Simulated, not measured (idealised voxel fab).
voxel air gaps: a process module
cross-section cut | 275 nm wide | cells 5 nm
Cross-section format: a grid of square cells, given as bands from top to bottom; each band is one or more rows of cells.
The entry gives the band's vertical extent as a top height and a bottom height in nm, then its horizontal make-up as materials from left to right, each with a width in nm. "empty" stands for empty space; a single material marked "all across" fills the band edge to edge.
Zero point of the height axis is 0; under it, received wafer = one material. Lowest band: continues down indefinitely, "0..down".
Top row gets the first number, bottom row gets the second, and each row in between changes by the same step: that is how a band width like "30->40" works.
Step note "nothing different" = no cross-section cell changed.
If an empty space has no open way to the top and is at least 8 cells in size, "Sealed void list" lists it, written width x height at distance, where distance is measured from the left edge and every value is in nm.
Text after the settings on a step's line: the simulator's own remark on that step.
overlay nm: how far to the right of its planned place the mask lay on this masked step (negative: to the left).
# Steps in the process plan
1,RECEIVE [material Si]
2,CONFORMAL_DEP [material SiO2] [thk nm 10]
3,CONFORMAL_DEP [material SiCN] [thk nm 5]
4,DIRECTIONAL_DEP [material SiO2] [thk nm 35]
5,MASKED_ETCH [tone open] [mask id LINES] [width nm 20] [pitch nm 45] [etch materials SiO2] [depth nm 35] [overlay nm 0]
6,CONFORMAL_DEP [material TiN] [thk nm 5]
7,FILL_DEP [material Ru] [thk nm 5]
8,CMP [height nm 50]
9,EPI [material Ru] [thk nm 10]
10,SELECTIVE_ETCH [etch materials SiO2] [depth nm 45]
11,CONFORMAL_DEP [material SiCN] [thk nm 5]
# Cross-section: wafer on arrival = after step 1
> 0..down = Si all across
> Sealed void list: none
# Cross-section: first of two wafers, module finished, run according to plan
> 65..60 = empty=65, SiCN=140, empty=70
> 60..50 = empty=65, SiCN=5, Ru=40, SiCN=5, Ru=40, SiCN=5, Ru=40, SiCN=5, empty=70
> 50..45 = empty=65, SiCN=15, TiN=5, Ru=10, TiN=5, SiCN=25, TiN=5, Ru=10, TiN=5, SiCN=25, TiN=5, Ru=10, TiN=5, SiCN=15, empty=70
> 45..20 = empty=75, SiCN=5, TiN=5, Ru=10, TiN=5, SiCN=5, empty=15, SiCN=5, TiN=5, Ru=10, TiN=5, SiCN=5, empty=15, SiCN=5, TiN=5, Ru=10, TiN=5, SiCN=5, empty=80
> 20..15 = SiCN=80, TiN=20, SiCN=25, TiN=20, SiCN=25, TiN=20, SiCN=85
> 15..10 = SiCN all across
> 10..0 = SiO2 all across
> 0..down = Si all across
> Sealed void list: 15 x 25 at 105; 15 x 25 at 150
# End-of-module cross-section of the second wafer: identical starting point and process plan to the first, with one processing mistake
> 65..60 = SiCN all across
> 60..50 = Ru all across
> 50..20 = Ru=75, TiN=5, SiO2=20, TiN=5, Ru=15, TiN=5, SiO2=20, TiN=5, Ru=15, TiN=5, SiO2=20, TiN=5, Ru=80
> 20..15 = TiN=80, SiO2=20, TiN=25, SiO2=20, TiN=25, SiO2=20, TiN=85
> 15..10 = SiCN all across
> 10..0 = SiO2 all across
> 0..down = Si all across
> Sealed void list: none
Deviation from plan: step 5 was not run as planned; what actually ran was MASKED_ETCH [tone cover] [mask id LINES] [width nm 20] [pitch nm 45] [etch materials SiO2] [depth nm 35] [overlay nm 0]
Once processing is complete, comparing cell counts shows that the second wafer has more or fewer of certain materials than the first: Ru +248; SiCN -70; SiO2 +84; TiN +31
The closed voids present at the end amount to 2 for the first wafer and 0 for the second wafer.
